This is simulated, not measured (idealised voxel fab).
Proc. module: voxel ribs on slabs
cross-section cut | 190 nm wide | cells 5 nm
A cross-section is a grid of square cells, given in bands from the top down. A band is one or more rows of cells. Quick guide to a band line: top height, bottom height (nm) up front; then every material left to right with its width in nm. Only one material and it's marked "everywhere"? Then it fills the band edge to edge. And "air" just means empty space. Heights are measured from 0, the level below which the as-received wafer is all one material; the lowest band has no bottom and continues downward, written as in "0 and below". It should be noted that a width expressed as "30->40" varies in equal increments from row to row of cells within the band, taking the value of the first number at the top row and that of the second number at the bottom row. "remains unaltered" (step): cross-section cells unchanged, all of them. For the entry "Non-vented voids", the listed items are empty spaces with no open way to the top whose size is 8 cells or more; each item follows the pattern width x height at distance, where distance is from the left edge and all three are in nm. Read whatever lies past the settings on a step's line as the simulator's own remark about the step. The setting "overlay nm" may be written on the line of a step. When the step uses a mask, the value reports how far to the right of the planned place the mask lay, and a negative value reports that it lay to the left.

## The following list gives the planned process steps
- 1: RECEIVE | material Si
- 2: DIRECTIONAL_DEP | material SiO2 | thk nm 20
- 3: DIRECTIONAL_DEP | material SiN | thk nm 25
- 4: DIRECTIONAL_DEP | material aC | thk nm 10
- 5: PATTERN | tone cover | mask id RIB | material resist | width nm 20 | thk nm 30 | overlay nm 0
- 6: DIRECTIONAL_ETCH | etch materials aC | depth nm 10
- 7: STRIP | etch materials resist
- 8: DIRECTIONAL_ETCH | etch materials SiN | depth nm 10
- 9: STRIP | etch materials aC
- 10: DIRECTIONAL_DEP | material aC | thk nm 15
- 11: PATTERN | tone cover | mask id SLAB | material resist | width nm 80 | thk nm 35 | overlay nm 0
- 12: DIRECTIONAL_ETCH | etch materials aC | depth nm 15
- 13: STRIP | etch materials resist
- 14: DIRECTIONAL_ETCH | etch materials SiN | depth nm 5
- 15: STRIP | etch materials aC
- 16: FILL_DEP | material SiO2 | thk nm 20
- 17: CMP | height nm 55
- 18: DIRECTIONAL_DEP | material W | thk nm 5
- 19: MASKED_ETCH | tone cover | mask id HEATER | width nm 30 | etch materials W | depth nm 5 | overlay nm 0
- 20: CONFORMAL_DEP | material SiN | thk nm 5
Where the wafers of this document differ is in the depth nm of step 14; they start out the same, and the plan states the value that applied to the first wafer.

## Cross-section, first of several wafers, as delivered after step 1
	0 and below | Si everywhere
	Non-vented voids: none

## Quick key for the table: a row per wafer, taken at the end of the module. For each material it tells you how many cells the wafer gained (+) or lost (-) since it came in, and the closed voids come after
depth nm 5 | +140 SiN | +318 SiO2 | +6 W | Non-vented voids: none
depth nm 10 | +118 SiN | +340 SiO2 | +6 W | Non-vented voids: none
depth nm 15 | +96 SiN | +362 SiO2 | +6 W | Non-vented voids: none
depth nm 20 | +96 SiN | +362 SiO2 | +6 W | Non-vented voids: none
depth nm 25 | +96 SiN | +362 SiO2 | +6 W | Non-vented voids: none
depth nm 30 | +96 SiN | +362 SiO2 | +6 W | Non-vented voids: none
